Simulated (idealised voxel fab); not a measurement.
This is a process module. Its name is voxel capacitor over wiring.
200 nm wide, 5 nm square cells: that's cross-section cut.
Heads up, the way a cross-section reads in here is a grid of square cells, handed over as bands from the top down, with every band being one or more rows of cells.
Band entry format. Leading values: height of top, height of bottom, nm. Remainder: materials in left-to-right order, each with its width in nm. Special words: "throughout" on a single material, which then fills the band edge to edge; "air", empty space.
Below 0: as-received wafer, all one material; heights counted from there. Lowest band: no bottom, goes on down, written "z 0 and below".
A two-number width, for instance "30->40", indicates that the width is equal to the first number in the top row of the band and to the second number in the bottom row, and that it changes by a constant amount per row of cells.
A step reported as "remains unaltered" is a step in which no cell of the cross-section changed.
If an empty space has no open way to the top and is at least 8 cells in size, "Closed void roster" lists it, written width x height at distance, where distance is measured from the left edge and every value is in nm.
It should be noted that, on the line of a given step, the content following the step's settings is a remark produced by the simulator itself with respect to that step.
When a step includes a mask, the "overlay nm" setting on its line states how far to the right of its planned place that mask lay, and negative values state how far to the left.
These are the steps we planned for the process:
step 1: RECEIVE with material Si
step 2: CONFORMAL_DEP with material SiO2, thk nm 15
step 3: CONFORMAL_DEP with material SiCN, thk nm 5
step 4: DIRECTIONAL_DEP with material lowk, thk nm 20
step 5: PATTERN with tone open, mask id METAL_1, material resist, width nm 20, pitch nm 70, thk nm 20, overlay nm 0
step 6: DIRECTIONAL_ETCH with etch materials lowk, depth nm 20
step 7: DIRECTIONAL_ETCH with etch materials SiCN, depth nm 5
step 8: STRIP with etch materials resist
step 9: CONFORMAL_DEP with material TiN, thk nm 5
step 10: FILL_DEP with material Cu, thk nm 10
step 11: CMP with height nm 40
step 12: CONFORMAL_DEP with material SiCN, thk nm 5
step 13: DIRECTIONAL_DEP with material lowk, thk nm 10
step 14: PATTERN with tone open, mask id PLUG_1, material resist, width nm 15, thk nm 15, overlay nm 0
step 15: DIRECTIONAL_ETCH with etch materials lowk, depth nm 10
step 16: DIRECTIONAL_ETCH with etch materials SiCN, depth nm 5
step 17: STRIP with etch materials resist
step 18: EPI with material Ru, thk nm 10
step 19: EPI with material Ru, thk nm 5
step 20: DIRECTIONAL_DEP with material TiN, thk nm 5
step 21: DIRECTIONAL_DEP with material SiN, thk nm 5
step 22: DIRECTIONAL_DEP with material TiN, thk nm 5
step 23: DIRECTIONAL_DEP with material aC, thk nm 10
step 24: PATTERN with tone cover, mask id UPPER_PLATE, material resist, width nm 55, thk nm 30, overlay nm 0
step 25: DIRECTIONAL_ETCH with etch materials aC, depth nm 10
step 26: STRIP with etch materials resist
step 27: DIRECTIONAL_ETCH with etch materials TiN, depth nm 5
step 28: DIRECTIONAL_ETCH with etch materials SiN, depth nm 5
step 29: STRIP with etch materials aC
step 30: MASKED_ETCH with tone cover, mask id LOWER_PLATE, width nm 65, etch materials TiN, depth nm 5, overlay nm 0
step 31: FILL_DEP with material SiO2, thk nm 15
step 32: CMP with height nm 80
step 33: PATTERN with tone open, mask id PLUG_2, material resist, width nm 15, thk nm 20, overlay nm 0
step 34: DIRECTIONAL_ETCH with etch materials SiO2, depth nm 10
step 35: STRIP with etch materials resist
step 36: CONFORMAL_DEP with material TiN, thk nm 5
step 37: FILL_DEP with material Cu, thk nm 10
step 38: CMP with height nm 80
step 39: CONFORMAL_DEP with material SiN, thk nm 5
Incoming wafer, cross-sectional view, post step 1:
- z 0 and below: Si throughout
- Closed void roster: none
Cross-section taken at module completion on the first of two wafers; processed per the plan:
- z 85 to 80: SiN throughout
- z 80 to 75: SiO2 (70), TiN (5), Cu (5), TiN (5), SiO2 (115)
- z 75 to 65: SiO2 (70->60), TiN (15->55), SiO2 (115->85)
- z 65 to 60: SiO2 (60), SiN (55), SiO2 (85)
- z 60 to 55: SiO2 (55), TiN (65), SiO2 (80)
- z 55 to 45: lowk (60), Ru (15), lowk (125)
- z 45 to 40: SiCN (60), Ru (15), SiCN (125)
- z 40 to 20: lowk (55), TiN (5), Cu (10), TiN (5), lowk (50), TiN (5), Cu (10), TiN (5), lowk (55)
- z 20 to 15: SiCN (55), TiN (20), SiCN (50), TiN (20), SiCN (55)
- z 15 to 0: SiO2 throughout
- z 0 and below: Si throughout
- Closed void roster: none
This cross-section belongs to the second wafer of two at the end of the module; the start and the plan were shared with the first, and the run included one mistake:
- z 85 to 80: SiN throughout
- z 80 to 75: SiO2 (70), TiN (5), Cu (5), TiN (5), SiO2 (115)
- z 75 to 65: SiO2 (70->60), TiN (15->55), SiO2 (115->85)
- z 65 to 60: SiO2 (60), SiN (55), SiO2 (85)
- z 60 to 55: SiO2 (60), TiN (55), SiO2 (85)
- z 55 to 45: lowk (60), Ru (15), lowk (125)
- z 45 to 40: SiCN (60), Ru (15), SiCN (125)
- z 40 to 20: lowk (55), TiN (5), Cu (10), TiN (5), lowk (50), TiN (5), Cu (10), TiN (5), lowk (55)
- z 20 to 15: SiCN (55), TiN (20), SiCN (50), TiN (20), SiCN (55)
- z 15 to 0: SiO2 throughout
- z 0 and below: Si throughout
- Closed void roster: none
What went wrong in running the wafer? for step 30, the planned setting was not used; the step was instead run as MASKED_ETCH with tone cover, mask id LOWER_PLATE, width nm 55, etch materials TiN, depth nm 5, overlay nm 0
Bottom line after processing is that, in cells, the second wafer is up or down on some materials versus the first: 2 more of SiO2; 2 fewer of TiN
